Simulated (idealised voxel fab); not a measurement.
Proc. module: voxel air gaps
cross-section cut | 300 nm wide | cells 5 nm
A cross-section is written here as square cells arranged in a grid, and it is given in bands from the top down, each band taking up one or more rows of cells. Top height, bottom height, nm. Materials left to right, width each, nm. Single material + "everywhere" = fills band edge to edge. "blank" = empty. Where do heights start? At 0: under that level the wafer as delivered is made of one material only. And the lowest band has no floor; it just carries on downward, as in "top 0, no bottom". The notation "30..40" denotes a width that varies across the rows of cells in the band, beginning at the first number in the top row, finishing at the second number in the bottom row, and changing by an identical amount from each row to the next. Basically "all unchanged" means that step didn't change any cell in the cross-section. In the "Unvented cavities" entry, you get each enclosed empty space of 8 cells or more, one with no open way to the top, written width x height at distance, distance from the left edge, in nm. Whatever follows a step's settings on its line is a remark the simulator itself makes about that step. overlay nm: how far to the right of its planned place the mask lay on this masked step (negative: to the left).

## Steps planned for the process
1 RECEIVE, material Si
2 CONFORMAL_DEP, material SiO2, thk nm 15
3 CONFORMAL_DEP, material SiN, thk nm 5
4 DIRECTIONAL_DEP, material lowk, thk nm 35
5 PATTERN, tone open, mask id LINES, material resist, width nm 15, pitch nm 40, thk nm 15, overlay nm 0
6 DIRECTIONAL_ETCH, etch materials lowk, depth nm 35
7 STRIP, etch materials resist
8 CONFORMAL_DEP, material TiN, thk nm 5
9 FILL_DEP, material Ru, thk nm 5
10 CMP, height nm 55
11 EPI, material Ru, thk nm 10
12 SELECTIVE_ETCH, etch materials lowk, depth nm 45
13 CONFORMAL_DEP, material SiCN, thk nm 5

## Here's what the wafer looked like in cross-section when it arrived - that's after step 1
    top 0, no bottom: Si everywhere
    Unvented cavities: none

## Module complete - cross-section of the first of two wafers, run according to plan
    top 70, bottom 65: blank 65 nm; SiCN 165 nm; blank 70 nm
    top 65, bottom 55: blank 65 nm; SiCN 5 nm; Ru 35 nm; SiCN 5 nm; Ru 35 nm; SiCN 5 nm; Ru 35 nm; SiCN 5 nm; Ru 35 nm; SiCN 5 nm; blank 70 nm
    top 55, bottom 50: blank 65 nm; SiCN 15 nm; TiN 5 nm; Ru 5 nm; TiN 5 nm; SiCN 25 nm; TiN 5 nm; Ru 5 nm; TiN 5 nm; SiCN 25 nm; TiN 5 nm; Ru 5 nm; TiN 5 nm; SiCN 25 nm; TiN 5 nm; Ru 5 nm; TiN 5 nm; SiCN 15 nm; blank 70 nm
    top 50, bottom 25: blank 75 nm; SiCN 5 nm; TiN 5 nm; Ru 5 nm; TiN 5 nm; SiCN 5 nm; blank 15 nm; SiCN 5 nm; TiN 5 nm; Ru 5 nm; TiN 5 nm; SiCN 5 nm; blank 15 nm; SiCN 5 nm; TiN 5 nm; Ru 5 nm; TiN 5 nm; SiCN 5 nm; blank 15 nm; SiCN 5 nm; TiN 5 nm; Ru 5 nm; TiN 5 nm; SiCN 5 nm; blank 80 nm
    top 25, bottom 20: SiCN 80 nm; TiN 15 nm; SiCN 25 nm; TiN 15 nm; SiCN 25 nm; TiN 15 nm; SiCN 25 nm; TiN 15 nm; SiCN 85 nm
    top 20, bottom 15: SiN everywhere
    top 15, bottom 0: SiO2 everywhere
    top 0, no bottom: Si everywhere
    Unvented cavities: 15 x 25 at 100; 15 x 25 at 140; 15 x 25 at 180

## Second wafer through the module, sectioned at the end: same beginning and same plan as the first wafer, with one mistake in carrying it out
    top 70, bottom 65: blank 65 nm; lowk 165 nm; blank 70 nm
    top 65, bottom 55: blank 65 nm; lowk 5 nm; Ru 35 nm; lowk 5 nm; Ru 35 nm; lowk 5 nm; Ru 35 nm; lowk 5 nm; Ru 35 nm; lowk 5 nm; blank 70 nm
    top 55, bottom 50: blank 65 nm; lowk 15 nm; TiN 5 nm; Ru 5 nm; TiN 5 nm; lowk 25 nm; TiN 5 nm; Ru 5 nm; TiN 5 nm; lowk 25 nm; TiN 5 nm; Ru 5 nm; TiN 5 nm; lowk 25 nm; TiN 5 nm; Ru 5 nm; TiN 5 nm; lowk 15 nm; blank 70 nm
    top 50, bottom 25: blank 75 nm; lowk 5 nm; TiN 5 nm; Ru 5 nm; TiN 5 nm; lowk 5 nm; blank 15 nm; lowk 5 nm; TiN 5 nm; Ru 5 nm; TiN 5 nm; lowk 5 nm; blank 15 nm; lowk 5 nm; TiN 5 nm; Ru 5 nm; TiN 5 nm; lowk 5 nm; blank 15 nm; lowk 5 nm; TiN 5 nm; Ru 5 nm; TiN 5 nm; lowk 5 nm; blank 80 nm
    top 25, bottom 20: lowk 80 nm; TiN 15 nm; lowk 25 nm; TiN 15 nm; lowk 25 nm; TiN 15 nm; lowk 25 nm; TiN 15 nm; lowk 85 nm
    top 20, bottom 15: SiN everywhere
    top 15, bottom 0: SiO2 everywhere
    top 0, no bottom: Si everywhere
    Unvented cavities: 15 x 25 at 100; 15 x 25 at 140; 15 x 25 at 180
Want to know what went wrong? step 13 did not happen as planned, as run it was CONFORMAL_DEP, material lowk, thk nm 5
Final difference in cells, second wafer against first, listed per material as more or fewer: 152 fewer of SiCN | 152 more of lowk
